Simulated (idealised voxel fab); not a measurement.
process module | voxel capacitor over wiring
cross-section cut | 170 nm wide | cells 5 nm
A cross-section is a grid of square cells, given in bands from the top down. A band is one or more rows of cells.
Each band's line starts with the height of the band's top and of its bottom, in nm. Then come its materials from left to right, each with its width in nm. One material with "throughout" fills the band from edge to edge. "air" is empty space.
Height 0 is the level under which the wafer as received is all one material. The lowest band goes on downwards, as in "0 down".
A width such as "30 to 40" changes by the same amount from each row of cells to the next, from the band's top row to its bottom row.
"no change" after a step means that no cell of the cross-section changed.
closed voids: empty space of 8 cells or more with no open way to the top, each as width x height at its distance from the left edge, in nm
after a step's settings: what the simulator itself notes on the step
overlay nm, on a step with a mask: how far to the right of its planned place the mask lay; to the left if negative
Each pair below shows a cross-section before one step and the cross-section after it, down to the lowest band that changed. The line under each pair gives the step between them, with its settings. The pairs can come from different runs of this module on the same starting wafer, so a pair continues from the pair above only where its "before" says so.
before
  0 down: Si throughout
  closed voids: none
after
  10 to 0: SiO2 throughout
  below 0: unchanged
  closed voids: none
the step between: op CONFORMAL_DEP | material SiO2 | thk nm 10
before: the cross-section after the pair above
after
  15 to 10: SiCN throughout
  below 10: unchanged
  closed voids: none
the step between: op CONFORMAL_DEP | material SiCN | thk nm 5
before: the cross-section after the pair above
after
  40 to 15: SiO2 throughout
  below 15: unchanged
  closed voids: none
the step between: op DIRECTIONAL_DEP | material SiO2 | thk nm 25
before: the cross-section after the pair above
after
  55 to 40: aC throughout
  below 40: unchanged
  closed voids: none
the step between: op DIRECTIONAL_DEP | material aC | thk nm 15
before: the cross-section after the pair above
after
  90 to 55: resist 25 | air 30 | resist 55 | air 30 | resist 30
  below 55: unchanged
  closed voids: none
the step between: op PATTERN | tone open | mask id METAL_1 | material resist | width nm 30 | pitch nm 85 | thk nm 35 | overlay nm 0
before: the cross-section after the pair above
after
  75 to 55: resist 25 | air 30 | resist 55 | air 30 | resist 30
  55 to 40: aC 25 | air 30 | aC 55 | air 30 | aC 30
  below 40: unchanged
  closed voids: none
the step between: op DIRECTIONAL_ETCH | etch materials aC | depth nm 15
before: the cross-section after the pair above
after
  55 to 40: aC 25 | air 30 | aC 55 | air 30 | aC 30
  below 40: unchanged
  closed voids: none
the step between: op STRIP | etch materials resist
before: the cross-section after the pair above
after
  55 to 40: aC 25 | air 30 | aC 55 | air 30 | aC 30
  40 to 15: SiO2 25 | air 30 | SiO2 55 | air 30 | SiO2 30
  below 15: unchanged
  closed voids: none
the step between: op DIRECTIONAL_ETCH | etch materials SiO2 | depth nm 25
before: the cross-section after the pair above
after
  55 to 40: aC 25 | air 30 | aC 55 | air 30 | aC 30
  40 to 15: SiO2 25 | air 30 | SiO2 55 | air 30 | SiO2 30
  15 to 10: SiCN 25 | air 30 | SiCN 55 | air 30 | SiCN 30
  below 10: unchanged
  closed voids: none
the step between: op DIRECTIONAL_ETCH | etch materials SiCN | depth nm 5
before: the cross-section after the pair above
after
  40 to 15: SiO2 25 | air 30 | SiO2 55 | air 30 | SiO2 30
  below 15: unchanged
  closed voids: none
the step between: op STRIP | etch materials aC
before: the cross-section after the pair above
after
  45 to 40: TiN 30 | air 20 | TiN 65 | air 20 | TiN 35
  40 to 15: SiO2 25 | TiN 5 | air 20 | TiN 5 | SiO2 55 | TiN 5 | air 20 | TiN 5 | SiO2 30
  15 to 10: SiCN 25 | TiN 30 | SiCN 55 | TiN 30 | SiCN 30
  below 10: unchanged
  closed voids: none
the step between: op CONFORMAL_DEP | material TiN | thk nm 5
before: the cross-section after the pair above
after
  55 to 45: Ru throughout
  45 to 40: TiN 30 | Ru 20 | TiN 65 | Ru 20 | TiN 35
  40 to 15: SiO2 25 | TiN 5 | Ru 20 | TiN 5 | SiO2 55 | TiN 5 | Ru 20 | TiN 5 | SiO2 30
  below 15: unchanged
  closed voids: none
the step between: op FILL_DEP | material Ru | thk nm 10
before: the cross-section after the pair above
after
  40 to 15: SiO2 25 | TiN 5 | Ru 20 | TiN 5 | SiO2 55 | TiN 5 | Ru 20 | TiN 5 | SiO2 30
  below 15: unchanged
  closed voids: none
the step between: op CMP | height nm 40
before: the cross-section after the pair above
after
  45 to 40: SiCN throughout
  below 40: unchanged
  closed voids: none
the step between: op CONFORMAL_DEP | material SiCN | thk nm 5
before: the cross-section after the pair above
after
  60 to 45: lowk throughout
  below 45: unchanged
  closed voids: none
the step between: op DIRECTIONAL_DEP | material lowk | thk nm 15
before: the cross-section after the pair above
after
  80 to 60: resist 40 | air 15 | resist 115
  below 60: unchanged
  closed voids: none
the step between: op PATTERN | tone open | mask id PLUG_1 | material resist | width nm 15 | thk nm 20 | overlay nm 0
before: the cross-section after the pair above
after
  80 to 60: resist 40 | air 15 | resist 115
  60 to 45: lowk 40 | air 15 | lowk 115
  below 45: unchanged
  closed voids: none
the step between: op DIRECTIONAL_ETCH | etch materials lowk | depth nm 15
before: the cross-section after the pair above
after
  80 to 60: resist 40 | air 15 | resist 115
  60 to 45: lowk 40 | air 15 | lowk 115
  45 to 40: SiCN 40 | air 15 | SiCN 115
  below 40: unchanged
  closed voids: none
the step between: op DIRECTIONAL_ETCH | etch materials SiCN | depth nm 5
before: the cross-section after the pair above
after
  60 to 45: lowk 40 | air 15 | lowk 115
  below 45: unchanged
  closed voids: none
the step between: op STRIP | etch materials resist
before: the cross-section after the pair above
after
  65 to 60: TiN 45 | air 5 | TiN 120
  60 to 45: lowk 40 | TiN 5 | air 5 | TiN 5 | lowk 115
  45 to 40: SiCN 40 | TiN 15 | SiCN 115
  below 40: unchanged
  closed voids: none
the step between: op CONFORMAL_DEP | material TiN | thk nm 5
before: the cross-section after the pair above
after
  70 to 65: Cu throughout
  65 to 60: TiN 45 | Cu 5 | TiN 120
  60 to 45: lowk 40 | TiN 5 | Cu 5 | TiN 5 | lowk 115
  below 45: unchanged
  closed voids: none
the step between: op FILL_DEP | material Cu | thk nm 5
before: the cross-section after the pair above
after
  60 to 45: lowk 40 | TiN 5 | Cu 5 | TiN 5 | lowk 115
  below 45: unchanged
  closed voids: none
the step between: op CMP | height nm 60
before: the cross-section after the pair above
after
  65 to 60: TiN throughout
  below 60: unchanged
  closed voids: none
the step between: op DIRECTIONAL_DEP | material TiN | thk nm 5
before: the cross-section after the pair above
after
  70 to 65: Al2O3 throughout
  below 65: unchanged
  closed voids: none
the step between: op DIRECTIONAL_DEP | material Al2O3 | thk nm 5
before: the cross-section after the pair above
after
  80 to 70: TiN throughout
  below 70: unchanged
  closed voids: none
the step between: op DIRECTIONAL_DEP | material TiN | thk nm 10
before: the cross-section after the pair above
after
  100 to 80: air 40 | resist 60 | air 70
  below 80: unchanged
  closed voids: none
the step between: op PATTERN | tone cover | mask id UPPER_PLATE | material resist | width nm 60 | thk nm 20 | overlay nm 0
before: the cross-section after the pair above
after
  100 to 80: air 40 | resist 60 | air 70
  80 to 70: air 40 | TiN 60 | air 70
  below 70: unchanged
  closed voids: none
the step between: op DIRECTIONAL_ETCH | etch materials TiN | depth nm 10
before: the cross-section after the pair above
after
  100 to 80: air 40 | resist 60 | air 70
  80 to 70: air 40 | TiN 60 | air 70
  70 to 65: air 40 | Al2O3 60 | air 70
  below 65: unchanged
  closed voids: none
the step between: op DIRECTIONAL_ETCH | etch materials Al2O3 | depth nm 5
before: the cross-section after the pair above
after
  80 to 70: air 40 | TiN 60 | air 70
  below 70: unchanged
  closed voids: none
the step between: op STRIP | etch materials resist
before: the cross-section after the pair above
after
  90 to 80: air 40 | aC 60 | air 70
  80 to 75: air 40 | TiN 60 | air 70
  75 to 70: aC 40 | TiN 60 | aC 70
  70 to 65: aC 40 | Al2O3 60 | aC 70
  below 65: unchanged
  closed voids: none
the step between: op DIRECTIONAL_DEP | material aC | thk nm 10
before: the cross-section after the pair above
after
  115 to 90: air 35 | resist 70 | air 65
  90 to 80: air 35 | resist 5 | aC 60 | resist 5 | air 65
  80 to 75: air 35 | resist 5 | TiN 60 | resist 5 | air 65
  below 75: unchanged
  closed voids: none
the step between: op PATTERN | tone cover | mask id LOWER_PLATE | material resist | width nm 70 | thk nm 25 | overlay nm 0
before: the cross-section after the pair above
after
  105 to 90: air 35 | resist 70 | air 65
  90 to 80: air 35 | resist 5 | aC 60 | resist 5 | air 65
  80 to 75: air 35 | resist 5 | TiN 60 | resist 5 | air 65
  75 to 70: air 35 | aC 5 | TiN 60 | aC 5 | air 65
  70 to 65: air 35 | aC 5 | Al2O3 60 | aC 5 | air 65
  below 65: unchanged
  closed voids: none
the step between: op DIRECTIONAL_ETCH | etch materials aC | depth nm 10
before: the cross-section after the pair above
after
  90 to 80: air 40 | aC 60 | air 70
  80 to 75: air 40 | TiN 60 | air 70
  below 75: unchanged
  closed voids: none
the step between: op STRIP | etch materials resist
before: the cross-section after the pair above
after
  90 to 80: air 40 | aC 60 | air 70
  80 to 75: air 40 | TiN 60 | air 70
  75 to 70: air 35 | aC 5 | TiN 60 | aC 5 | air 65
  70 to 65: air 35 | aC 5 | Al2O3 60 | aC 5 | air 65
  65 to 60: air 35 | TiN 70 | air 65
  below 60: unchanged
  closed voids: none
the step between: op DIRECTIONAL_ETCH | etch materials TiN | depth nm 5
before: the cross-section after the pair above
after
  80 to 70: air 40 | TiN 60 | air 70
  70 to 65: air 40 | Al2O3 60 | air 70
  below 65: unchanged
  closed voids: none
the step between: op STRIP | etch materials aC
before: the cross-section after the pair above
after
  100 to 80: SiO2 throughout
  80 to 70: SiO2 40 | TiN 60 | SiO2 70
  70 to 65: SiO2 40 | Al2O3 60 | SiO2 70
  65 to 60: SiO2 35 | TiN 70 | SiO2 65
  below 60: unchanged
  closed voids: none
the step between: op FILL_DEP | material SiO2 | thk nm 20
before: the cross-section after the pair above
after
  95 to 80: SiO2 throughout
  below 80: unchanged
  closed voids: none
the step between: op CMP | height nm 95
before: the cross-section after the pair above
after
  110 to 95: aC throughout
  below 95: unchanged
  closed voids: none
the step between: op DIRECTIONAL_DEP | material aC | thk nm 15
before: the cross-section after the pair above
after
  145 to 110: resist 50 | air 15 | resist 105
  below 110: unchanged
  closed voids: none
the step between: op PATTERN | tone open | mask id PLUG_2 | material resist | width nm 15 | thk nm 35 | overlay nm 0
before: the cross-section after the pair above
after
  130 to 110: resist 50 | air 15 | resist 105
  110 to 95: aC 50 | air 15 | aC 105
  below 95: unchanged
  closed voids: none
the step between: op DIRECTIONAL_ETCH | etch materials aC | depth nm 15
before: the cross-section after the pair above
after
  110 to 95: aC 50 | air 15 | aC 105
  below 95: unchanged
  closed voids: none
the step between: op STRIP | etch materials resist
before: the cross-section after the pair above
after
  110 to 95: aC 50 | air 15 | aC 105
  95 to 80: SiO2 50 | air 15 | SiO2 105
  below 80: unchanged
  closed voids: none
the step between: op DIRECTIONAL_ETCH | etch materials SiO2 | depth nm 15
before: the cross-section after the pair above
after
  95 to 80: SiO2 50 | air 15 | SiO2 105
  below 80: unchanged
  closed voids: none
the step between: op STRIP | etch materials aC
before: the cross-section after the pair above
after
  100 to 95: TiN 55 | air 5 | TiN 110
  95 to 85: SiO2 50 | TiN 5 | air 5 | TiN 5 | SiO2 105
  85 to 80: SiO2 50 | TiN 15 | SiO2 105
  below 80: unchanged
  closed voids: none
the step between: op CONFORMAL_DEP | material TiN | thk nm 5
before: the cross-section after the pair above
after
  105 to 100: Cu throughout
  100 to 95: TiN 55 | Cu 5 | TiN 110
  95 to 85: SiO2 50 | TiN 5 | Cu 5 | TiN 5 | SiO2 105
  below 85: unchanged
  closed voids: none
the step between: op FILL_DEP | material Cu | thk nm 5
before: the cross-section after the pair above
after
  95 to 85: SiO2 50 | TiN 5 | Cu 5 | TiN 5 | SiO2 105
  below 85: unchanged
  closed voids: none
the step between: op CMP | height nm 95
before: the cross-section after the pair above
after
  100 to 95: SiN throughout
  below 95: unchanged
  closed voids: none
the step between: op CONFORMAL_DEP | material SiN | thk nm 5
before
  65 to 60: TiN throughout
  60 to 45: lowk 40 | TiN 5 | Cu 5 | TiN 5 | lowk 115
  45 to 40: SiCN 40 | TiN 15 | SiCN 115
  40 to 15: SiO2 25 | TiN 5 | Ru 20 | TiN 5 | SiO2 55 | TiN 5 | Ru 20 | TiN 5 | SiO2 30
  15 to 10: SiCN 25 | TiN 30 | SiCN 55 | TiN 30 | SiCN 30
  10 to 0: SiO2 throughout
  0 down: Si throughout
  closed voids: none
after
  75 to 60: TiN throughout
  below 60: unchanged
  closed voids: none
the step between: op DIRECTIONAL_DEP | material TiN | thk nm 10
before: the cross-section after the pair above
after
  95 to 75: air 40 | resist 60 | air 70
  below 75: unchanged
  closed voids: none
the step between: op PATTERN | tone cover | mask id UPPER_PLATE | material resist | width nm 60 | thk nm 20 | overlay nm 0
before: the cross-section after the pair above
after
  95 to 75: air 40 | resist 60 | air 70
  75 to 65: air 40 | TiN 60 | air 70
  below 65: unchanged
  closed voids: none
the step between: op DIRECTIONAL_ETCH | etch materials TiN | depth nm 10
before: the cross-section after the pair above
after
  75 to 65: air 40 | TiN 60 | air 70
  below 65: unchanged
  closed voids: none
the step between: op STRIP | etch materials resist
before: the cross-section after the pair above
after
  85 to 75: air 40 | aC 60 | air 70
  75 to 65: aC 40 | TiN 60 | aC 70
  below 65: unchanged
  closed voids: none
the step between: op DIRECTIONAL_DEP | material aC | thk nm 10
before: the cross-section after the pair above
after
  110 to 85: air 35 | resist 70 | air 65
  85 to 75: air 35 | resist 5 | aC 60 | resist 5 | air 65
  below 75: unchanged
  closed voids: none
the step between: op PATTERN | tone cover | mask id LOWER_PLATE | material resist | width nm 70 | thk nm 25 | overlay nm 0
before: the cross-section after the pair above
after
  100 to 85: air 35 | resist 70 | air 65
  85 to 75: air 35 | resist 5 | aC 60 | resist 5 | air 65
  75 to 65: air 35 | aC 5 | TiN 60 | aC 5 | air 65
  below 65: unchanged
  closed voids: none
the step between: op DIRECTIONAL_ETCH | etch materials aC | depth nm 10
before: the cross-section after the pair above
after
  85 to 75: air 40 | aC 60 | air 70
  below 75: unchanged
  closed voids: none
the step between: op STRIP | etch materials resist
before: the cross-section after the pair above
after
  85 to 75: air 40 | aC 60 | air 70
  75 to 65: air 35 | aC 5 | TiN 60 | aC 5 | air 65
  65 to 60: air 35 | TiN 70 | air 65
  below 60: unchanged
  closed voids: none
the step between: op DIRECTIONAL_ETCH | etch materials TiN | depth nm 5
before: the cross-section after the pair above
after
  75 to 65: air 40 | TiN 60 | air 70
  below 65: unchanged
  closed voids: none
the step between: op STRIP | etch materials aC
before: the cross-section after the pair above
after
  95 to 75: SiO2 throughout
  75 to 65: SiO2 40 | TiN 60 | SiO2 70
  65 to 60: SiO2 35 | TiN 70 | SiO2 65
  below 60: unchanged
  closed voids: none
the step between: op FILL_DEP | material SiO2 | thk nm 20
before: the cross-section after the pair above
after
  110 to 95: aC throughout
  below 95: unchanged
  closed voids: none
the step between: op DIRECTIONAL_DEP | material aC | thk nm 15
before: the cross-section after the pair above
after
  145 to 110: resist 50 | air 15 | resist 105
  below 110: unchanged
  closed voids: none
the step between: op PATTERN | tone open | mask id PLUG_2 | material resist | width nm 15 | thk nm 35 | overlay nm 0
before: the cross-section after the pair above
after
  130 to 110: resist 50 | air 15 | resist 105
  110 to 95: aC 50 | air 15 | aC 105
  below 95: unchanged
  closed voids: none
the step between: op DIRECTIONAL_ETCH | etch materials aC | depth nm 15
before: the cross-section after the pair above
after
  110 to 95: aC 50 | air 15 | aC 105
  below 95: unchanged
  closed voids: none
the step between: op STRIP | etch materials resist
before: the cross-section after the pair above
after
  110 to 95: aC 50 | air 15 | aC 105
  95 to 80: SiO2 50 | air 15 | SiO2 105
  below 80: unchanged
  closed voids: none
the step between: op DIRECTIONAL_ETCH | etch materials SiO2 | depth nm 15
before: the cross-section after the pair above
after
  95 to 80: SiO2 50 | air 15 | SiO2 105
  below 80: unchanged
  closed voids: none
the step between: op STRIP | etch materials aC
before: the cross-section after the pair above
after
  100 to 95: TiN 55 | air 5 | TiN 110
  95 to 85: SiO2 50 | TiN 5 | air 5 | TiN 5 | SiO2 105
  85 to 80: SiO2 50 | TiN 15 | SiO2 105
  below 80: unchanged
  closed voids: none
the step between: op CONFORMAL_DEP | material TiN | thk nm 5
before: the cross-section after the pair above
after
  105 to 100: Cu throughout
  100 to 95: TiN 55 | Cu 5 | TiN 110
  95 to 85: SiO2 50 | TiN 5 | Cu 5 | TiN 5 | SiO2 105
  below 85: unchanged
  closed voids: none
the step between: op FILL_DEP | material Cu | thk nm 5
before: the cross-section after the pair above
after
  95 to 85: SiO2 50 | TiN 5 | Cu 5 | TiN 5 | SiO2 105
  below 85: unchanged
  closed voids: none
the step between: op CMP | height nm 95
before: the cross-section after the pair above
after
  100 to 95: SiN throughout
  below 95: unchanged
  closed voids: none
the step between: op CONFORMAL_DEP | material SiN | thk nm 5
before
  75 to 60: TiN throughout
  60 to 45: lowk 40 | TiN 5 | Cu 5 | TiN 5 | lowk 115
  45 to 40: SiCN 40 | TiN 15 | SiCN 115
  40 to 15: SiO2 25 | TiN 5 | Ru 20 | TiN 5 | SiO2 55 | TiN 5 | Ru 20 | TiN 5 | SiO2 30
  15 to 10: SiCN 25 | TiN 30 | SiCN 55 | TiN 30 | SiCN 30
  10 to 0: SiO2 throughout
  0 down: Si throughout
  closed voids: none
after
  80 to 75: Al2O3 throughout
  below 75: unchanged
  closed voids: none
the step between: op DIRECTIONAL_DEP | material Al2O3 | thk nm 5
before: the cross-section after the pair above
after
  100 to 80: air 40 | resist 60 | air 70
  below 80: unchanged
  closed voids: none
the step between: op PATTERN | tone cover | mask id UPPER_PLATE | material resist | width nm 60 | thk nm 20 | overlay nm 0
before: the cross-section after the pair above
after
  100 to 80: air 40 | resist 60 | air 70
  80 to 75: air 40 | Al2O3 60 | air 70
  below 75: unchanged
  closed voids: none
the step between: op DIRECTIONAL_ETCH | etch materials Al2O3 | depth nm 5
before: the cross-section after the pair above
after
  80 to 75: air 40 | Al2O3 60 | air 70
  below 75: unchanged
  closed voids: none
the step between: op STRIP | etch materials resist
before: the cross-section after the pair above
after
  90 to 85: air 40 | aC 60 | air 70
  85 to 80: aC throughout
  80 to 75: aC 40 | Al2O3 60 | aC 70
  below 75: unchanged
  closed voids: none
the step between: op DIRECTIONAL_DEP | material aC | thk nm 10
before: the cross-section after the pair above
after
  115 to 90: air 35 | resist 70 | air 65
  90 to 85: air 35 | resist 5 | aC 60 | resist 5 | air 65
  below 85: unchanged
  closed voids: none
the step between: op PATTERN | tone cover | mask id LOWER_PLATE | material resist | width nm 70 | thk nm 25 | overlay nm 0
before: the cross-section after the pair above
after
  105 to 90: air 35 | resist 70 | air 65
  90 to 85: air 35 | resist 5 | aC 60 | resist 5 | air 65
  85 to 80: air 35 | aC 70 | air 65
  80 to 75: air 35 | aC 5 | Al2O3 60 | aC 5 | air 65
  below 75: unchanged
  closed voids: none
the step between: op DIRECTIONAL_ETCH | etch materials aC | depth nm 10
before: the cross-section after the pair above
after
  90 to 80: air 40 to 35 | aC 60 to 70 | air 70 to 65
  below 80: unchanged
  closed voids: none
the step between: op STRIP | etch materials resist
before: the cross-section after the pair above
after
  90 to 80: air 40 to 35 | aC 60 to 70 | air 70 to 65
  80 to 75: air 35 | aC 5 | Al2O3 60 | aC 5 | air 65
  75 to 70: air 35 | TiN 70 | air 65
  below 70: unchanged
  closed voids: none
the step between: op DIRECTIONAL_ETCH | etch materials TiN | depth nm 5
before: the cross-section after the pair above
after
  80 to 75: air 40 | Al2O3 60 | air 70
  below 75: unchanged
  closed voids: none
the step between: op STRIP | etch materials aC
before: the cross-section after the pair above
after
  100 to 80: SiO2 throughout
  80 to 75: SiO2 40 | Al2O3 60 | SiO2 70
  75 to 70: SiO2 35 | TiN 70 | SiO2 65
  below 70: unchanged
  closed voids: none
the step between: op FILL_DEP | material SiO2 | thk nm 20
before: the cross-section after the pair above
after
  95 to 80: SiO2 throughout
  below 80: unchanged
  closed voids: none
the step between: op CMP | height nm 95
before: the cross-section after the pair above
after
  110 to 95: aC throughout
  below 95: unchanged
  closed voids: none
the step between: op DIRECTIONAL_DEP | material aC | thk nm 15
before: the cross-section after the pair above
after
  145 to 110: resist 50 | air 15 | resist 105
  below 110: unchanged
  closed voids: none
the step between: op PATTERN | tone open | mask id PLUG_2 | material resist | width nm 15 | thk nm 35 | overlay nm 0
before: the cross-section after the pair above
after
  130 to 110: resist 50 | air 15 | resist 105
  110 to 95: aC 50 | air 15 | aC 105
  below 95: unchanged
  closed voids: none
the step between: op DIRECTIONAL_ETCH | etch materials aC | depth nm 15
before: the cross-section after the pair above
after
  110 to 95: aC 50 | air 15 | aC 105
  below 95: unchanged
  closed voids: none
the step between: op STRIP | etch materials resist
before: the cross-section after the pair above
after
  110 to 95: aC 50 | air 15 | aC 105
  95 to 80: SiO2 50 | air 15 | SiO2 105
  below 80: unchanged
  closed voids: none
the step between: op DIRECTIONAL_ETCH | etch materials SiO2 | depth nm 15
before: the cross-section after the pair above
after
  95 to 80: SiO2 50 | air 15 | SiO2 105
  below 80: unchanged
  closed voids: none
the step between: op STRIP | etch materials aC
before: the cross-section after the pair above
after
  100 to 95: TiN 55 | air 5 | TiN 110
  95 to 85: SiO2 50 | TiN 5 | air 5 | TiN 5 | SiO2 105
  85 to 80: SiO2 50 | TiN 15 | SiO2 105
  below 80: unchanged
  closed voids: none
the step between: op CONFORMAL_DEP | material TiN | thk nm 5
before: the cross-section after the pair above
after
  105 to 100: Cu throughout
  100 to 95: TiN 55 | Cu 5 | TiN 110
  95 to 85: SiO2 50 | TiN 5 | Cu 5 | TiN 5 | SiO2 105
  below 85: unchanged
  closed voids: none
the step between: op FILL_DEP | material Cu | thk nm 5
before: the cross-section after the pair above
after
  95 to 85: SiO2 50 | TiN 5 | Cu 5 | TiN 5 | SiO2 105
  below 85: unchanged
  closed voids: none
the step between: op CMP | height nm 95
before: the cross-section after the pair above
after
  100 to 95: SiN throughout
  below 95: unchanged
  closed voids: none
the step between: op CONFORMAL_DEP | material SiN | thk nm 5
before
  55 to 45: Ru throughout
  45 to 40: TiN 30 | Ru 20 | TiN 65 | Ru 20 | TiN 35
  40 to 15: SiO2 25 | TiN 5 | Ru 20 | TiN 5 | SiO2 55 | TiN 5 | Ru 20 | TiN 5 | SiO2 30
  15 to 10: SiCN 25 | TiN 30 | SiCN 55 | TiN 30 | SiCN 30
  10 to 0: SiO2 throughout
  0 down: Si throughout
  closed voids: none
after
  45 to 40: TiN 30 | Ru 20 | TiN 65 | Ru 20 | TiN 35
  below 40: unchanged
  closed voids: none
the step between: op CMP | height nm 45
before: the cross-section after the pair above
after
  50 to 45: SiCN throughout
  below 45: unchanged
  closed voids: none
the step between: op CONFORMAL_DEP | material SiCN | thk nm 5
before: the cross-section after the pair above
after
  65 to 50: lowk throughout
  below 50: unchanged
  closed voids: none
the step between: op DIRECTIONAL_DEP | material lowk | thk nm 15
before: the cross-section after the pair above
after
  85 to 65: resist 40 | air 15 | resist 115
  below 65: unchanged
  closed voids: none
the step between: op PATTERN | tone open | mask id PLUG_1 | material resist | width nm 15 | thk nm 20 | overlay nm 0
before: the cross-section after the pair above
after
  85 to 65: resist 40 | air 15 | resist 115
  65 to 50: lowk 40 | air 15 | lowk 115
  below 50: unchanged
  closed voids: none
the step between: op DIRECTIONAL_ETCH | etch materials lowk | depth nm 15
before: the cross-section after the pair above
after
  85 to 65: resist 40 | air 15 | resist 115
  65 to 50: lowk 40 | air 15 | lowk 115
  50 to 45: SiCN 40 | air 15 | SiCN 115
  below 45: unchanged
  closed voids: none
the step between: op DIRECTIONAL_ETCH | etch materials SiCN | depth nm 5
before: the cross-section after the pair above
after
  65 to 50: lowk 40 | air 15 | lowk 115
  below 50: unchanged
  closed voids: none
the step between: op STRIP | etch materials resist
before: the cross-section after the pair above
after
  70 to 65: TiN 45 | air 5 | TiN 120
  65 to 50: lowk 40 | TiN 5 | air 5 | TiN 5 | lowk 115
  50 to 45: SiCN 40 | TiN 15 | SiCN 115
  below 45: unchanged
  closed voids: none
the step between: op CONFORMAL_DEP | material TiN | thk nm 5
before: the cross-section after the pair above
after
  75 to 70: Cu throughout
  70 to 65: TiN 45 | Cu 5 | TiN 120
  65 to 50: lowk 40 | TiN 5 | Cu 5 | TiN 5 | lowk 115
  below 50: unchanged
  closed voids: none
the step between: op FILL_DEP | material Cu | thk nm 5
before: the cross-section after the pair above
after
  60 to 50: lowk 40 | TiN 5 | Cu 5 | TiN 5 | lowk 115
  below 50: unchanged
  closed voids: none
the step between: op CMP | height nm 60
before: the cross-section after the pair above
after
  65 to 60: TiN throughout
  below 60: unchanged
  closed voids: none
the step between: op DIRECTIONAL_DEP | material TiN | thk nm 5
before: the cross-section after the pair above
after
  70 to 65: Al2O3 throughout
  below 65: unchanged
  closed voids: none
the step between: op DIRECTIONAL_DEP | material Al2O3 | thk nm 5
before: the cross-section after the pair above
after
  80 to 70: TiN throughout
  below 70: unchanged
  closed voids: none
the step between: op DIRECTIONAL_DEP | material TiN | thk nm 10
before: the cross-section after the pair above
after
  100 to 80: air 40 | resist 60 | air 70
  below 80: unchanged
  closed voids: none
the step between: op PATTERN | tone cover | mask id UPPER_PLATE | material resist | width nm 60 | thk nm 20 | overlay nm 0
before: the cross-section after the pair above
after
  100 to 80: air 40 | resist 60 | air 70
  80 to 70: air 40 | TiN 60 | air 70
  below 70: unchanged
  closed voids: none
the step between: op DIRECTIONAL_ETCH | etch materials TiN | depth nm 10
before: the cross-section after the pair above
after
  100 to 80: air 40 | resist 60 | air 70
  80 to 70: air 40 | TiN 60 | air 70
  70 to 65: air 40 | Al2O3 60 | air 70
  below 65: unchanged
  closed voids: none
the step between: op DIRECTIONAL_ETCH | etch materials Al2O3 | depth nm 5
before: the cross-section after the pair above
after
  80 to 70: air 40 | TiN 60 | air 70
  below 70: unchanged
  closed voids: none
the step between: op STRIP | etch materials resist
before: the cross-section after the pair above
after
  90 to 80: air 40 | aC 60 | air 70
  80 to 75: air 40 | TiN 60 | air 70
  75 to 70: aC 40 | TiN 60 | aC 70
  70 to 65: aC 40 | Al2O3 60 | aC 70
  below 65: unchanged
  closed voids: none
the step between: op DIRECTIONAL_DEP | material aC | thk nm 10
before: the cross-section after the pair above
after
  115 to 90: air 35 | resist 70 | air 65
  90 to 80: air 35 | resist 5 | aC 60 | resist 5 | air 65
  80 to 75: air 35 | resist 5 | TiN 60 | resist 5 | air 65
  below 75: unchanged
  closed voids: none
the step between: op PATTERN | tone cover | mask id LOWER_PLATE | material resist | width nm 70 | thk nm 25 | overlay nm 0
before: the cross-section after the pair above
after
  105 to 90: air 35 | resist 70 | air 65
  90 to 80: air 35 | resist 5 | aC 60 | resist 5 | air 65
  80 to 75: air 35 | resist 5 | TiN 60 | resist 5 | air 65
  75 to 70: air 35 | aC 5 | TiN 60 | aC 5 | air 65
  70 to 65: air 35 | aC 5 | Al2O3 60 | aC 5 | air 65
  below 65: unchanged
  closed voids: none
the step between: op DIRECTIONAL_ETCH | etch materials aC | depth nm 10
before: the cross-section after the pair above
after
  90 to 80: air 40 | aC 60 | air 70
  80 to 75: air 40 | TiN 60 | air 70
  below 75: unchanged
  closed voids: none
the step between: op STRIP | etch materials resist
before: the cross-section after the pair above
after
  90 to 80: air 40 | aC 60 | air 70
  80 to 75: air 40 | TiN 60 | air 70
  75 to 70: air 35 | aC 5 | TiN 60 | aC 5 | air 65
  70 to 65: air 35 | aC 5 | Al2O3 60 | aC 5 | air 65
  65 to 60: air 35 | TiN 70 | air 65
  below 60: unchanged
  closed voids: none
the step between: op DIRECTIONAL_ETCH | etch materials TiN | depth nm 5
before: the cross-section after the pair above
after
  80 to 70: air 40 | TiN 60 | air 70
  70 to 65: air 40 | Al2O3 60 | air 70
  below 65: unchanged
  closed voids: none
the step between: op STRIP | etch materials aC
before: the cross-section after the pair above
after
  100 to 80: SiO2 throughout
  80 to 70: SiO2 40 | TiN 60 | SiO2 70
  70 to 65: SiO2 40 | Al2O3 60 | SiO2 70
  65 to 60: SiO2 35 | TiN 70 | SiO2 65
  below 60: unchanged
  closed voids: none
the step between: op FILL_DEP | material SiO2 | thk nm 20
before: the cross-section after the pair above
after
  95 to 80: SiO2 throughout
  below 80: unchanged
  closed voids: none
the step between: op CMP | height nm 95
before: the cross-section after the pair above
after
  110 to 95: aC throughout
  below 95: unchanged
  closed voids: none
the step between: op DIRECTIONAL_DEP | material aC | thk nm 15
before: the cross-section after the pair above
after
  145 to 110: resist 50 | air 15 | resist 105
  below 110: unchanged
  closed voids: none
the step between: op PATTERN | tone open | mask id PLUG_2 | material resist | width nm 15 | thk nm 35 | overlay nm 0
before: the cross-section after the pair above
after
  130 to 110: resist 50 | air 15 | resist 105
  110 to 95: aC 50 | air 15 | aC 105
  below 95: unchanged
  closed voids: none
the step between: op DIRECTIONAL_ETCH | etch materials aC | depth nm 15
before: the cross-section after the pair above
after
  110 to 95: aC 50 | air 15 | aC 105
  below 95: unchanged
  closed voids: none
the step between: op STRIP | etch materials resist
before: the cross-section after the pair above
after
  110 to 95: aC 50 | air 15 | aC 105
  95 to 80: SiO2 50 | air 15 | SiO2 105
  below 80: unchanged
  closed voids: none
the step between: op DIRECTIONAL_ETCH | etch materials SiO2 | depth nm 15
before: the cross-section after the pair above
after
  95 to 80: SiO2 50 | air 15 | SiO2 105
  below 80: unchanged
  closed voids: none
the step between: op STRIP | etch materials aC
before: the cross-section after the pair above
after
  100 to 95: TiN 55 | air 5 | TiN 110
  95 to 85: SiO2 50 | TiN 5 | air 5 | TiN 5 | SiO2 105
  85 to 80: SiO2 50 | TiN 15 | SiO2 105
  below 80: unchanged
  closed voids: none
the step between: op CONFORMAL_DEP | material TiN | thk nm 5
before: the cross-section after the pair above
after
  105 to 100: Cu throughout
  100 to 95: TiN 55 | Cu 5 | TiN 110
  95 to 85: SiO2 50 | TiN 5 | Cu 5 | TiN 5 | SiO2 105
  below 85: unchanged
  closed voids: none
the step between: op FILL_DEP | material Cu | thk nm 5
before: the cross-section after the pair above
after
  95 to 85: SiO2 50 | TiN 5 | Cu 5 | TiN 5 | SiO2 105
  below 85: unchanged
  closed voids: none
the step between: op CMP | height nm 95
before: the cross-section after the pair above
after
  100 to 95: SiN throughout
  below 95: unchanged
  closed voids: none
the step between: op CONFORMAL_DEP | material SiN | thk nm 5
